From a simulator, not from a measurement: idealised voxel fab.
Presented below is a process module, voxel capacitor over wiring.
It is cross-section cut that appears here, measuring 150 nm in width, its square cells being 5 nm in size.
When this document writes out a cross-section, it uses a grid of square cells and lists it as bands, beginning at the top and moving down, with a band standing for one or more rows of cells.
Heads up on the band format: heights come first, top then bottom, in nm. After that it's the materials left to right, each with its width in nm. A single material flagged "throughout" fills the whole band edge to edge, and "air" means there's empty space there.
Below 0: as-received wafer, all one material; heights counted from there. Lowest band: no bottom, goes on down, written "0 nm and below".
The notation "30..40" denotes a width that varies across the rows of cells in the band, beginning at the first number in the top row, finishing at the second number in the bottom row, and changing by an identical amount from each row to the next.
What does "no change" mean for a step? It means no cell of the cross-section changed in that step.
What "Closed void roster" gives you is every empty space of 8 cells or more that is cut off from the top. Each appears as width x height at distance, with the distance taken from the left edge and width, height and distance all in nm.
Heads up: the bit after the settings on a step's line is the simulator's remark on that step.
"overlay nm", when on a step's line for a step with a mask, measures how far to the right of its planned place the mask lay; a negative measure means to the left.

[Planned process steps]
1 RECEIVE,material Si
2 CONFORMAL_DEP,material SiO2,thk nm 15
3 DIRECTIONAL_DEP,material TiN,thk nm 5
4 DIRECTIONAL_DEP,material Ru,thk nm 15
5 MASKED_ETCH,tone cover,mask id METAL_1,width nm 20,pitch nm 75,etch materials Ru,depth nm 15,overlay nm 0
6 MASKED_ETCH,tone cover,mask id METAL_1,width nm 20,pitch nm 75,etch materials TiN,depth nm 5,overlay nm 0
7 FILL_DEP,material lowk,thk nm 5
8 CMP,height nm 35
9 CONFORMAL_DEP,material SiCN,thk nm 5
10 DIRECTIONAL_DEP,material SiO2,thk nm 10
11 DIRECTIONAL_DEP,material aC,thk nm 10
12 PATTERN,tone open,mask id PLUG_1,material resist,width nm 15,thk nm 30,overlay nm 0
13 DIRECTIONAL_ETCH,etch materials aC,depth nm 10
14 STRIP,etch materials resist
15 DIRECTIONAL_ETCH,etch materials SiO2,depth nm 10
16 DIRECTIONAL_ETCH,etch materials SiCN,depth nm 5
17 STRIP,etch materials aC
18 EPI,material Ru,thk nm 10
19 EPI,material Ru,thk nm 5
20 DIRECTIONAL_DEP,material TiN,thk nm 10
21 DIRECTIONAL_DEP,material Al2O3,thk nm 5
22 DIRECTIONAL_DEP,material TiN,thk nm 5
23 DIRECTIONAL_DEP,material aC,thk nm 10
24 PATTERN,tone cover,mask id UPPER_PLATE,material resist,width nm 60,thk nm 25,overlay nm 0
25 DIRECTIONAL_ETCH,etch materials aC,depth nm 10
26 STRIP,etch materials resist
27 DIRECTIONAL_ETCH,etch materials TiN,depth nm 5
28 DIRECTIONAL_ETCH,etch materials Al2O3,depth nm 5
29 STRIP,etch materials aC
30 DIRECTIONAL_DEP,material aC,thk nm 15
31 PATTERN,tone cover,mask id LOWER_PLATE,material resist,width nm 70,thk nm 30,overlay nm 0
32 DIRECTIONAL_ETCH,etch materials aC,depth nm 15
33 STRIP,etch materials resist
34 DIRECTIONAL_ETCH,etch materials TiN,depth nm 10
35 STRIP,etch materials aC
36 FILL_DEP,material SiO2,thk nm 20
37 CMP,height nm 85
38 MASKED_ETCH,tone open,mask id PLUG_2,width nm 15,etch materials SiO2,depth nm 15,overlay nm 0
39 CONFORMAL_DEP,material TiN,thk nm 5
40 FILL_DEP,material W,thk nm 10
41 CMP,height nm 85
42 CONFORMAL_DEP,material SiN,thk nm 5

[Here's what the wafer looked like in cross-section when it arrived - that's after step 1]
	0 nm and below = Si throughout
	Closed void roster: none

[Cross-sectional image of the first of two wafers at the end of the module, the run having proceeded as planned]
	90 nm to 85 nm = SiN throughout
	85 nm to 75 nm = SiO2 40; TiN 5; W 5; TiN 5; SiO2 95
	75 nm to 65 nm = SiO2 40..30; TiN 15..60; SiO2 95..60
	65 nm to 60 nm = SiO2 30; Al2O3 60; SiO2 60
	60 nm to 50 nm = SiO2 25; TiN 70; SiO2 55
	50 nm to 40 nm = SiO2 30; Ru 15; SiO2 105
	40 nm to 35 nm = SiCN 30; Ru 15; SiCN 105
	35 nm to 20 nm = lowk 25; Ru 20; lowk 55; Ru 20; lowk 30
	20 nm to 15 nm = lowk 25; TiN 20; lowk 55; TiN 20; lowk 30
	15 nm to 0 nm = SiO2 throughout
	0 nm and below = Si throughout
	Closed void roster: none

[This cross-section belongs to the second wafer of two at the end of the module; the start and the plan were shared with the first, and the run included one mistake]
	90 nm to 85 nm = SiN throughout
	85 nm to 75 nm = SiO2 40; TiN 5; W 5; TiN 5; SiO2 95
	75 nm to 65 nm = SiO2 40..30; TiN 15..60; SiO2 95..60
	65 nm to 60 nm = SiO2 30; Al2O3 60; SiO2 60
	60 nm to 50 nm = SiO2 25; TiN 70; SiO2 55
	50 nm to 40 nm = SiO2 30; Ru 15; SiO2 105
	40 nm to 35 nm = SiCN 30; Ru 15; SiCN 105
	35 nm to 20 nm = lowk 25; Ru 20; lowk 55; Ru 20; lowk 30
	20 nm to 15 nm = lowk 25; TiN 30; lowk 45; TiN 30; lowk 20
	15 nm to 0 nm = SiO2 throughout
	0 nm and below = Si throughout
	Closed void roster: none
What was done differently from what was planned? not per plan at step 6, really ran MASKED_ETCH,tone cover,mask id METAL_1,width nm 20,pitch nm 75,etch materials TiN,depth nm 5,overlay nm 10
Final difference in cells, second wafer against first, listed per material as more or fewer: +4 TiN | -4 lowk
